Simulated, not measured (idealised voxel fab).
process module | voxel self aligned vias
cross-section cut | 280 nm wide | cells 5 nm
A cross-section is a grid of square cells, given in bands from the top down. A band is one or more rows of cells.
Each band's line starts with the height of the band's top and of its bottom, in nm. Then come its materials from left to right, each with its width in nm. One material with "throughout" fills the band from edge to edge. "air" is empty space.
Height 0 is the level under which the wafer as received is all one material. The lowest band goes on downwards, as in "0 down".
A width such as "30 to 40" changes by the same amount from each row of cells to the next, from the band's top row to its bottom row.
"no change" after a step means that no cell of the cross-section changed.
closed voids: empty space of 8 cells or more with no open way to the top, each as width x height at its distance from the left edge, in nm
after a step's settings: what the simulator itself notes on the step
overlay nm, on a step with a mask: how far to the right of its planned place the mask lay; to the left if negative
plan
1 op RECEIVE | material Si
2 op CONFORMAL_DEP | material SiO2 | thk nm 10
3 op CONFORMAL_DEP | material SiCN | thk nm 5
4 op DIRECTIONAL_DEP | material lowk | thk nm 20
5 op DIRECTIONAL_DEP | material aC | thk nm 10
6 op PATTERN | tone open | mask id LINES | material resist | width nm 30 | pitch nm 65 | thk nm 30 | overlay nm 0
7 op DIRECTIONAL_ETCH | etch materials aC | depth nm 10
8 op STRIP | etch materials resist
9 op DIRECTIONAL_ETCH | etch materials lowk | depth nm 20
10 op STRIP | etch materials aC
11 op CONFORMAL_DEP | material TiN | thk nm 5
12 op FILL_DEP | material W | thk nm 10
13 op CMP | height nm 35
14 op SELECTIVE_ETCH | etch materials W Ru TiN | depth nm 5
15 op FILL_DEP | material SiN | thk nm 5
16 op CMP | height nm 35
17 op DIRECTIONAL_DEP | material lowk | thk nm 20
18 op PATTERN | tone open | mask id VIAS | material resist | width nm 40 | thk nm 20 | overlay nm 0
19 op DIRECTIONAL_ETCH | etch materials lowk | depth nm 20
20 op DIRECTIONAL_ETCH | etch materials SiN | depth nm 5
21 op STRIP | etch materials resist
22 op CONFORMAL_DEP | material TiN | thk nm 5
23 op FILL_DEP | material Cu | thk nm 5
24 op CMP | height nm 55
25 op CONFORMAL_DEP | material SiN | thk nm 5
as received, after step 1
  0 down: Si throughout
  closed voids: none
first wafer at the end, as planned
  60 to 55: SiN throughout
  55 to 40: lowk 85 | TiN 5 | Cu 30 | TiN 5 | lowk 155
  40 to 35: lowk 85 | TiN 10 | Cu 20 | TiN 10 | lowk 155
  35 to 30: lowk 90 | TiN 30 | lowk 35 | SiN 30 | lowk 95
  30 to 20: lowk 90 | TiN 5 | W 20 | TiN 5 | lowk 35 | TiN 5 | W 20 | TiN 5 | lowk 95
  20 to 15: lowk 90 | TiN 30 | lowk 35 | TiN 30 | lowk 95
  15 to 10: SiCN throughout
  10 to 0: SiO2 throughout
  0 down: Si throughout
  closed voids: none
second wafer at the end: like start, like plan, one mistake
  60 to 55: SiN throughout
  55 to 40: lowk 85 | TiN 5 | Cu 30 | TiN 5 | lowk 155
  40 to 35: lowk 85 | TiN 10 | Cu 25 | TiN 5 | lowk 155
  35 to 30: lowk 90 | TiN 35 | lowk 30 | SiN 35 | lowk 90
  30 to 20: lowk 90 | TiN 5 | W 25 | TiN 5 | lowk 30 | TiN 5 | W 25 | TiN 5 | lowk 90
  20 to 15: lowk 90 | TiN 35 | lowk 30 | TiN 35 | lowk 90
  15 to 10: SiCN throughout
  10 to 0: SiO2 throughout
  0 down: Si throughout
  closed voids: none
what went wrong: step 6 ran as: op PATTERN | tone open | mask id LINES | material resist | width nm 35 | pitch nm 65 | thk nm 30 | overlay nm 0
at the end the second wafer has, in cells: 1 more of Cu | 1 more of SiN | 2 more of TiN | 4 more of W | 8 fewer of lowk
